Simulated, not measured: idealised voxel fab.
Proc. module: voxel self aligned contacts
cross-section cut | 250 nm wide | cells 5 nm
Each cross-section below is a grid of square cells, stated as bands in top-down order, with one or more rows of cells making up each band. Heads up on the band format: heights come first, top then bottom, in nm. After that it's the materials left to right, each with its width in nm. A single material flagged "everywhere" fills the whole band edge to edge, and "air" means there's empty space there. Basically, 0 is our baseline, since under it the wafer straight out of the box is all one material. The bottom band has no lower end and keeps on going down, so it looks like "top 0, no bottom". Width "30 to 40": first value at the band's top row of cells, second value at its bottom row, equal change from row to row. The cross-section has no changed cell in any step marked "nothing altered". The entry "Enclosed void list" lists the empty spaces that cover at least 8 cells and have no open path to the top. Each is written as width x height at distance, where the distance is measured from the left edge and all three values are in nm. Read whatever lies past the settings on a step's line as the simulator's own remark about the step. Each step line may optionally specify "overlay nm", which for a step with a mask gives the rightward distance between the mask's planned place and where it lay, a negative value indicating the leftward direction.

## List of planned process steps
- 1: RECEIVE: material Si
- 2: CONFORMAL_DEP: material SiO2, thk nm 5
- 3: DIRECTIONAL_DEP: material polySi, thk nm 30
- 4: DIRECTIONAL_DEP: material SiN, thk nm 20
- 5: MASKED_ETCH: tone cover, mask id GATE, width nm 25, pitch nm 65, etch materials SiN, depth nm 20, overlay nm 0
- 6: MASKED_ETCH: tone cover, mask id GATE, width nm 25, pitch nm 65, etch materials polySi, depth nm 30, overlay nm 0
- 7: CONFORMAL_DEP: material SiN, thk nm 10
- 8: DIRECTIONAL_ETCH: etch materials SiN, depth nm 10
- 9: FILL_DEP: material SiO2, thk nm 15
- 10: CMP: height nm 60
- 11: PATTERN: tone open, mask id CONTACT, material resist, width nm 50, pitch nm 65, thk nm 20, overlay nm 0
- 12: DIRECTIONAL_ETCH: etch materials SiO2, depth nm 60
- 13: STRIP: etch materials resist
- 14: CONFORMAL_DEP: material TiN, thk nm 5
- 15: FILL_DEP: material W, thk nm 5
- 16: CMP: height nm 60
- 17: CONFORMAL_DEP: material SiN, thk nm 5

## Incoming wafer in cross-section (state: after step 1)
    top 0, no bottom | Si everywhere
    Enclosed void list: none

## Looking at the first of two wafers in cross-section at end of module - ran to plan
    top 65, bottom 60 | SiN everywhere
    top 60, bottom 55 | SiO2: 65; TiN: 20; W: 10; TiN: 20; SiO2: 15; TiN: 20; W: 10; TiN: 20; SiO2: 70
    top 55, bottom 35 | SiO2: 35; SiN: 45; TiN: 5; W: 10; TiN: 5; SiN: 45; TiN: 5; W: 10; TiN: 5; SiN: 45; SiO2: 40
    top 35, bottom 5 | SiO2: 35; SiN: 10; polySi: 25; SiN: 10; TiN: 5; W: 10; TiN: 5; SiN: 10; polySi: 25; SiN: 10; TiN: 5; W: 10; TiN: 5; SiN: 10; polySi: 25; SiN: 10; SiO2: 40
    top 5, bottom 0 | SiO2: 80; TiN: 20; SiO2: 45; TiN: 20; SiO2: 85
    top 0, no bottom | Si everywhere
    Enclosed void list: none

## Second wafer cross-section at end of module - shared start and plan with the first, one mistake in the run
    top 65, bottom 60 | SiN everywhere
    top 60, bottom 55 | W everywhere
    top 55, bottom 35 | W: 35; SiN: 45; W: 20; SiN: 45; W: 20; SiN: 45; W: 40
    top 35, bottom 5 | W: 35; SiN: 10; polySi: 25; SiN: 10; W: 20; SiN: 10; polySi: 25; SiN: 10; W: 20; SiN: 10; polySi: 25; SiN: 10; W: 40
    top 5, bottom 0 | SiO2 everywhere
    top 0, no bottom | Si everywhere
    Enclosed void list: none
what went wrong: step 9 did not happen as planned, as run it was FILL_DEP: material W, thk nm 15
At the finish, the second wafer shows more or fewer cells for some materials than the first does: -172 SiO2, -64 TiN, +236 W
